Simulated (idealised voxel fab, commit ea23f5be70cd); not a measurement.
process module | voxel transistor to metal
cross-section cut | 300 nm wide | cells 5 nm
A cross-section is a grid of square cells, given in bands from the top down. A band is one or more rows of cells.
Each band's line starts with the height of the band's top and of its bottom, in nm. Then come its materials from left to right, each with its width in nm. One material with "throughout" fills the band from edge to edge. "air" is empty space.
Height 0 is the level under which the wafer as received is all one material. The lowest band goes on downwards, as in "0 down".
A width such as "30 to 40" changes by the same amount from each row of cells to the next, from the band's top row to its bottom row.
"no change" after a step means that no cell of the cross-section changed.
closed voids: empty space of 8 cells or more with no open way to the top, each as width x height at its distance from the left edge, in nm
after a step's settings: what the simulator itself notes on the step
overlay nm, on a step with a mask: how far to the right of its planned place the mask lay; to the left if negative
plan
1 op RECEIVE | material Si
2 op OXIDIZE | depth nm 5
3 op CONFORMAL_DEP | material SiN | thk nm 10
4 op PATTERN | tone cover | mask id ACTIVE | material resist | width nm 110 | pitch nm 140 | thk nm 20 | overlay nm 0
5 op DIRECTIONAL_ETCH | etch materials SiN | depth nm 10
6 op DIRECTIONAL_ETCH | etch materials SiO2 | depth nm 5
7 op DIRECTIONAL_ETCH | etch materials Si | depth nm 20
8 op STRIP | etch materials resist
9 op FILL_DEP | material SiO2 | thk nm 10
10 op CMP | height nm 10
11 op SELECTIVE_ETCH | etch materials SiO2 | depth nm 5
12 op STRIP | etch materials SiN
13 op SELECTIVE_ETCH | etch materials SiO2 | depth nm 5
14 op OXIDIZE | depth nm 5
15 op DIRECTIONAL_DEP | material polySi | thk nm 25
16 op DIRECTIONAL_DEP | material SiCN | thk nm 10
17 op MASKED_ETCH | tone cover | mask id GATE | width nm 20 | pitch nm 140 | etch materials SiCN | depth nm 20 | overlay nm 0
18 op MASKED_ETCH | tone cover | mask id GATE | width nm 15 | pitch nm 140 | etch materials polySi | depth nm 35 | overlay nm 0
19 op CONFORMAL_DEP | material SiN | thk nm 5
20 op DIRECTIONAL_ETCH | etch materials SiN | depth nm 5
21 op DIRECTIONAL_ETCH | etch materials SiO2 | depth nm 5
22 op DIRECTIONAL_ETCH | etch materials Si | depth nm 15
23 op EPI | material SiGe | thk nm 15
24 op FILL_DEP | material SiO2 | thk nm 5
25 op CMP | height nm 30
26 op DIRECTIONAL_DEP | material SiO2 | thk nm 15
27 op MASKED_ETCH | tone open | mask id CONTACT | width nm 35 | etch materials SiO2 | depth nm 55 | overlay nm 0
28 op CONFORMAL_DEP | material TiN | thk nm 5
29 op FILL_DEP | material W | thk nm 5
30 op CMP | height nm 45
31 op CONFORMAL_DEP | material SiN | thk nm 5
32 op DIRECTIONAL_DEP | material lowk | thk nm 25
33 op MASKED_ETCH | tone open | mask id METAL_1 | width nm 20 | etch materials lowk | depth nm 25 | overlay nm 0
34 op MASKED_ETCH | tone open | mask id METAL_1 | width nm 20 | etch materials SiN | depth nm 5 | overlay nm 0
35 op CONFORMAL_DEP | material TiN | thk nm 5
36 op FILL_DEP | material Ru | thk nm 5
37 op CMP | height nm 75
38 op EPI | material Ru | thk nm 5
39 op FILL_DEP | material SiCN | thk nm 5
40 op DIRECTIONAL_DEP | material SiO2 | thk nm 35
41 op DIRECTIONAL_DEP | material aC | thk nm 10
42 op PATTERN | tone open | mask id METAL_2 | material resist | width nm 20 | pitch nm 140 | thk nm 30 | overlay nm 0
43 op DIRECTIONAL_ETCH | etch materials aC | depth nm 10
44 op STRIP | etch materials resist
45 op DIRECTIONAL_ETCH | etch materials SiO2 | depth nm 20
46 op STRIP | etch materials aC
47 op PATTERN | tone open | mask id METAL_2_HOLES | material resist | width nm 15 | pitch nm 140 | thk nm 20 | overlay nm 0
48 op DIRECTIONAL_ETCH | etch materials SiO2 | depth nm 15
49 op DIRECTIONAL_ETCH | etch materials SiCN | depth nm 5
50 op STRIP | etch materials resist
51 op CONFORMAL_DEP | material TiN | thk nm 5
52 op FILL_DEP | material Ru | thk nm 5
53 op CMP | height nm 120
54 op CONFORMAL_DEP | material SiCN | thk nm 5
varied across the wafers: width nm of step 18. The plan shows the first wafer's value. All wafers start alike
first wafer as received, after step 1
  0 down: Si throughout
  closed voids: none
first wafer at the end, after step 54
  125 to 120: SiCN throughout
  120 to 105: SiO2 30 | TiN 5 | Ru 10 | TiN 5 | SiO2 120 | TiN 5 | Ru 10 | TiN 5 | SiO2 110
  105 to 100: SiO2 30 | TiN 5 | Ru 5 | TiN 10 | SiO2 120 | TiN 5 | Ru 5 | TiN 10 | SiO2 110
  100 to 85: SiO2 30 | TiN 5 | Ru 5 | TiN 5 | SiO2 125 | TiN 5 | Ru 5 | TiN 5 | SiO2 115
  85 to 80: SiCN 30 | TiN 15 | SiCN 125 | TiN 15 | SiCN 115
  80 to 75: SiCN 25 | Ru 30 | SiCN 50 | Ru 30 | SiCN 30 | Ru 30 | SiCN 50 | Ru 30 | SiCN 25
  75 to 50: lowk 30 | TiN 5 | Ru 10 | TiN 5 | lowk 60 | TiN 5 | Ru 10 | TiN 5 | lowk 40 | TiN 5 | Ru 10 | TiN 5 | lowk 60 | TiN 5 | Ru 10 | TiN 5 | lowk 30
  50 to 45: SiN 30 | TiN 20 | SiN 60 | TiN 20 | SiN 40 | TiN 20 | SiN 60 | TiN 20 | SiN 30
  45 to 30: SiO2 30 | TiN 5 | W 25 | TiN 5 | SiO2 30 | TiN 5 | W 25 | TiN 5 | SiO2 40 | TiN 5 | W 25 | TiN 5 | SiO2 30 | TiN 5 | W 25 | TiN 5 | SiO2 30
  30 to 20: SiO2 30 | TiN 5 | W 25 | TiN 5 | SiN 5 | SiCN 20 | SiN 5 | TiN 5 | W 25 | TiN 5 | SiO2 40 | TiN 5 | W 25 | TiN 5 | SiN 5 | SiCN 20 | SiN 5 | TiN 5 | W 25 | TiN 5 | SiO2 30
  20 to 10: SiO2 30 | TiN 5 | W 25 | TiN 5 | SiN 5 | polySi 20 | SiN 5 | TiN 5 | W 25 | TiN 5 | SiO2 40 | TiN 5 | W 25 | TiN 5 | SiN 5 | polySi 20 | SiN 5 | TiN 5 | W 25 | TiN 5 | SiO2 30
  10 to 5: SiO2 30 | TiN 5 | W 10 | TiN 20 | SiN 5 | polySi 20 | SiN 5 | TiN 20 | W 10 | TiN 5 | SiO2 40 | TiN 5 | W 10 | TiN 20 | SiN 5 | polySi 20 | SiN 5 | TiN 20 | W 10 | TiN 5 | SiO2 30
  5 to 0: SiO2 30 | TiN 5 | W 10 | TiN 5 | SiGe 15 | SiN 5 | polySi 20 | SiN 5 | SiGe 15 | TiN 5 | W 10 | TiN 5 | SiO2 40 | TiN 5 | W 10 | TiN 5 | SiGe 15 | SiN 5 | polySi 20 | SiN 5 | SiGe 15 | TiN 5 | W 10 | TiN 5 | SiO2 30
  0 to -5: SiO2 20 | SiN 5 | SiO2 5 | TiN 5 | W 10 | TiN 5 | SiGe 15 | SiN 5 | polySi 20 | SiN 5 | SiGe 15 | TiN 5 | W 10 | TiN 5 | SiO2 5 | SiN 5 | SiO2 20 | SiN 5 | SiO2 5 | TiN 5 | W 10 | TiN 5 | SiGe 15 | SiN 5 | polySi 20 | SiN 5 | SiGe 15 | TiN 5 | W 10 | TiN 5 | SiO2 5 | SiN 5 | SiO2 20
  -5 to -10: SiO2 30 | TiN 20 | SiGe 15 | SiO2 30 | SiGe 15 | TiN 20 | SiO2 40 | TiN 20 | SiGe 15 | SiO2 30 | SiGe 15 | TiN 20 | SiO2 30
  -10 to -25: SiO2 25 | SiGe 40 | Si 30 | SiGe 40 | SiO2 30 | SiGe 40 | Si 30 | SiGe 40 | SiO2 25
  -25 down: Si throughout
  closed voids: none
last wafer at the end
  125 to 120: SiCN throughout
  120 to 105: SiO2 30 | TiN 5 | Ru 10 | TiN 5 | SiO2 120 | TiN 5 | Ru 10 | TiN 5 | SiO2 110
  105 to 100: SiO2 30 | TiN 5 | Ru 5 | TiN 10 | SiO2 120 | TiN 5 | Ru 5 | TiN 10 | SiO2 110
  100 to 85: SiO2 30 | TiN 5 | Ru 5 | TiN 5 | SiO2 125 | TiN 5 | Ru 5 | TiN 5 | SiO2 115
  85 to 80: SiCN 30 | TiN 15 | SiCN 125 | TiN 15 | SiCN 115
  80 to 75: SiCN 25 | Ru 30 | SiCN 50 | Ru 30 | SiCN 30 | Ru 30 | SiCN 50 | Ru 30 | SiCN 25
  75 to 50: lowk 30 | TiN 5 | Ru 10 | TiN 5 | lowk 60 | TiN 5 | Ru 10 | TiN 5 | lowk 40 | TiN 5 | Ru 10 | TiN 5 | lowk 60 | TiN 5 | Ru 10 | TiN 5 | lowk 30
  50 to 45: SiN 30 | TiN 20 | SiN 60 | TiN 20 | SiN 40 | TiN 20 | SiN 60 | TiN 20 | SiN 30
  45 to 30: SiO2 30 | TiN 5 | W 25 | TiN 5 | SiO2 30 | TiN 5 | W 25 | TiN 5 | SiO2 40 | TiN 5 | W 25 | TiN 5 | SiO2 30 | TiN 5 | W 25 | TiN 5 | SiO2 30
  30 to 20: SiO2 30 | TiN 5 | W 25 to 20 | TiN 5 to 10 | SiN 5 | SiCN 20 | SiN 5 | TiN 5 to 10 | W 25 to 20 | TiN 5 | SiO2 40 | TiN 5 | W 25 to 20 | TiN 5 to 10 | SiN 5 | SiCN 20 | SiN 5 | TiN 5 to 10 | W 25 to 20 | TiN 5 | SiO2 30
  20 to 10: SiO2 30 | TiN 5 | W 20 | TiN 5 | SiN 5 | polySi 30 | SiN 5 | TiN 5 | W 20 | TiN 5 | SiO2 40 | TiN 5 | W 20 | TiN 5 | SiN 5 | polySi 30 | SiN 5 | TiN 5 | W 20 | TiN 5 | SiO2 30
  10 to 5: SiO2 30 | TiN 5 | W 5 | TiN 20 | SiN 5 | polySi 30 | SiN 5 | TiN 20 | W 5 | TiN 5 | SiO2 40 | TiN 5 | W 5 | TiN 20 | SiN 5 | polySi 30 | SiN 5 | TiN 20 | W 5 | TiN 5 | SiO2 30
  5 to 0: SiO2 30 | TiN 5 | W 5 | TiN 5 | SiGe 15 | SiN 5 | polySi 30 | SiN 5 | SiGe 15 | TiN 5 | W 5 | TiN 5 | SiO2 40 | TiN 5 | W 5 | TiN 5 | SiGe 15 | SiN 5 | polySi 30 | SiN 5 | SiGe 15 | TiN 5 | W 5 | TiN 5 | SiO2 30
  0 to -5: SiO2 20 | SiN 5 | SiO2 5 | TiN 5 | W 5 | TiN 5 | SiGe 15 | SiN 5 | polySi 30 | SiN 5 | SiGe 15 | TiN 5 | W 5 | TiN 5 | SiO2 5 | SiN 5 | SiO2 20 | SiN 5 | SiO2 5 | TiN 5 | W 5 | TiN 5 | SiGe 15 | SiN 5 | polySi 30 | SiN 5 | SiGe 15 | TiN 5 | W 5 | TiN 5 | SiO2 5 | SiN 5 | SiO2 20
  -5 to -10: SiO2 30 | TiN 15 | SiGe 15 | SiO2 40 | SiGe 15 | TiN 15 | SiO2 40 | TiN 15 | SiGe 15 | SiO2 40 | SiGe 15 | TiN 15 | SiO2 30
  -10 to -25: SiO2 25 | SiGe 35 | Si 40 | SiGe 35 | SiO2 30 | SiGe 35 | Si 40 | SiGe 35 | SiO2 25
  -25 down: Si throughout
  closed voids: none
each wafer at the end: cells of each material gained (+) or lost (-) since it was received, then its closed voids
width nm 15 | +84 Ru | -264 Si | +166 SiCN | +132 SiGe | +76 SiN | +682 SiO2 | +200 TiN | +164 W | +220 lowk | +40 polySi | closed voids: none
width nm 20 | +84 Ru | -264 Si | +166 SiCN | +132 SiGe | +76 SiN | +682 SiO2 | +200 TiN | +164 W | +220 lowk | +40 polySi | closed voids: none
width nm 25 | +84 Ru | -258 Si | +166 SiCN | +126 SiGe | +76 SiN | +684 SiO2 | +200 TiN | +152 W | +220 lowk | +50 polySi | closed voids: none
width nm 30 | +84 Ru | -252 Si | +166 SiCN | +120 SiGe | +76 SiN | +686 SiO2 | +200 TiN | +140 W | +220 lowk | +60 polySi | closed voids: none
